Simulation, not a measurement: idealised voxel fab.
Name of the process module below: voxel fin reveal
Section shown: cut. Width: 290 nm. Cell size: 5 nm, square.
Cross-section, as written here: a square-cell grid given band by band from the top down, where a band holds one or more rows of cells. A band entry consists of two parts. The first gives the height of the band's top and the height of its bottom, in nm. The rest lists the band's materials from left to right, each with its width in nm. A single material labelled with the word "edge to edge" fills the band from edge to edge, and the word "blank" marks empty space. Zero point of the height axis is 0; under it, received wafer = one material. Lowest band: continues down indefinitely, "from 0 down". When a width is written as two numbers, as in "30..40", the first number is the width in the top row of cells of the band and the second is the width in its bottom row, and the width changes by the same amount from each row to the next. "everything unchanged" means the step left every cell of the cross-section as it was. So "Voids lacking openings" is basically the list of trapped voids: any empty space of 8 cells or more that can't reach the top through an opening. They're written width x height at distance, the distance being from the left edge, and it's all nm. Past the settings on a step's line: simulator remark, on that step. A step's line can hold "overlay nm"; with a mask on that step, the setting says how far right of the planned place the mask lay, while a negative setting says it lay to the left.

-- Steps in the process plan
1) RECEIVE [material Si]
2) CONFORMAL_DEP [material SiN] [thk nm 5]
3) MASKED_ETCH [tone cover] [mask id FINS] [width nm 15] [pitch nm 45] [etch materials SiN] [depth nm 5] [overlay nm 0]
4) MASKED_ETCH [tone cover] [mask id FINS] [width nm 15] [pitch nm 45] [etch materials Si] [depth nm 40] [overlay nm -15]
5) FILL_DEP [material SiO2] [thk nm 10]
6) CMP [height nm 5]
7) SELECTIVE_ETCH [etch materials SiO2] [depth nm 20]
8) STRIP [etch materials SiN]
9) CONFORMAL_DEP [material HfO2] [thk nm 5]
Same starting wafers, different overlay nm at step 4. Plan value belongs to the first wafer.

-- After step 1, as received: first of several wafers, cross-section
from 0 down  Si edge to edge
Voids lacking openings: none

-- For your reference, the table is organized with a row per wafer; each row reflects the wafer at the end of the module, indicating for each material the cells gained (+) or lost (-) since receipt, and thereafter its closed voids
overlay nm -15 | +82 HfO2 | -272 Si | +170 SiO2 | Voids lacking openings: none
overlay nm -10 | +82 HfO2 | -304 Si | +190 SiO2 | Voids lacking openings: none
overlay nm -5 | +82 HfO2 | -336 Si | +210 SiO2 | Voids lacking openings: none
overlay nm 0 | +82 HfO2 | -368 Si | +230 SiO2 | Voids lacking openings: none
overlay nm 5 | +82 HfO2 | -336 Si | +210 SiO2 | Voids lacking openings: none
overlay nm 10 | +82 HfO2 | -304 Si | +190 SiO2 | Voids lacking openings: none
overlay nm 15 | +82 HfO2 | -272 Si | +170 SiO2 | Voids lacking openings: none
